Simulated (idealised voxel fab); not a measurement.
process module | voxel local oxidation
cross-section cut | 210 nm wide | cells 5 nm
A cross-section is a grid of square cells, given in bands from the top down. A band is one or more rows of cells.
Each band's line starts with the height of the band's top and of its bottom, in nm. Then come its materials from left to right, each with its width in nm. One material with "throughout" fills the band from edge to edge. "air" is empty space.
Height 0 is the level under which the wafer as received is all one material. The lowest band goes on downwards, as in "0 down".
A width such as "30 to 40" changes by the same amount from each row of cells to the next, from the band's top row to its bottom row.
"no change" after a step means that no cell of the cross-section changed.
closed voids: empty space of 8 cells or more with no open way to the top, each as width x height at its distance from the left edge, in nm
after a step's settings: what the simulator itself notes on the step
overlay nm, on a step with a mask: how far to the right of its planned place the mask lay; to the left if negative
plan
1 op RECEIVE | material Si
2 op CONFORMAL_DEP | material SiO2 | thk nm 5
3 op CONFORMAL_DEP | material SiN | thk nm 10
4 op DIRECTIONAL_DEP | material aC | thk nm 10
5 op PATTERN | tone cover | mask id ACTIVE | material resist | width nm 125 | thk nm 25 | overlay nm 0
6 op DIRECTIONAL_ETCH | etch materials aC | depth nm 10
7 op STRIP | etch materials resist
8 op DIRECTIONAL_ETCH | etch materials SiN | depth nm 10
9 op STRIP | etch materials aC
10 op SELECTIVE_ETCH | etch materials SiO2 | depth nm 5
11 op OXIDIZE | depth nm 15
12 op STRIP | etch materials SiN
as received, after step 1
  0 down: Si throughout
  closed voids: none
a wafer at the end: this start, this plan, one mistake
  10 to 0: SiO2 throughout
  0 down: Si throughout
  closed voids: none
what went wrong: step 3 ran as: op CONFORMAL_DEP | material SiO2 | thk nm 10
